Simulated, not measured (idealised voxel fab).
process module | voxel plated lines
cross-section cut | 235 nm wide | cells 5 nm
A cross-section is a grid of square cells, given in bands from the top down. A band is one or more rows of cells.
Each band's line starts with the height of the band's top and of its bottom, in nm. Then come its materials from left to right, each with its width in nm. One material with "throughout" fills the band from edge to edge. "air" is empty space.
Height 0 is the level under which the wafer as received is all one material. The lowest band goes on downwards, as in "0 down".
A width such as "30 to 40" changes by the same amount from each row of cells to the next, from the band's top row to its bottom row.
"no change" after a step means that no cell of the cross-section changed.
closed voids: empty space of 8 cells or more with no open way to the top, each as width x height at its distance from the left edge, in nm
after a step's settings: what the simulator itself notes on the step
overlay nm, on a step with a mask: how far to the right of its planned place the mask lay; to the left if negative
plan
1 op RECEIVE | material Si
2 op CONFORMAL_DEP | material SiO2 | thk nm 15
3 op DIRECTIONAL_DEP | material TiN | thk nm 5
4 op PATTERN | tone open | mask id LINES | material resist | width nm 25 | pitch nm 45 | thk nm 20 | overlay nm 0
5 op EPI | material Ru | thk nm 10
6 op STRIP | etch materials resist
7 op DIRECTIONAL_ETCH | etch materials TiN | depth nm 5
8 op CONFORMAL_DEP | material SiO2 | thk nm 5
as received, after step 1
  0 down: Si throughout
  closed voids: none
first wafer at the end, as planned
  35 to 30: air 55 | SiO2 35 | air 10 | SiO2 35 | air 10 | SiO2 35 | air 55
  30 to 20: air 55 | SiO2 5 | Ru 25 | SiO2 5 | air 10 | SiO2 5 | Ru 25 | SiO2 5 | air 10 | SiO2 5 | Ru 25 | SiO2 5 | air 55
  20 to 15: SiO2 60 | TiN 25 | SiO2 20 | TiN 25 | SiO2 20 | TiN 25 | SiO2 60
  15 to 0: SiO2 throughout
  0 down: Si throughout
  closed voids: none
second wafer at the end: like start, like plan, one mistake
  30 to 25: air 55 | SiO2 35 | air 10 | SiO2 35 | air 10 | SiO2 35 | air 55
  25 to 15: air 55 | SiO2 5 | Ru 25 | SiO2 5 | air 10 | SiO2 5 | Ru 25 | SiO2 5 | air 10 | SiO2 5 | Ru 25 | SiO2 5 | air 55
  15 to 10: SiO2 60 | TiN 25 | SiO2 20 | TiN 25 | SiO2 20 | TiN 25 | SiO2 60
  10 to 0: SiO2 throughout
  0 down: Si throughout
  closed voids: none
what went wrong: step 2 ran as: op CONFORMAL_DEP | material SiO2 | thk nm 10
at the end the second wafer has, in cells: 47 fewer of SiO2
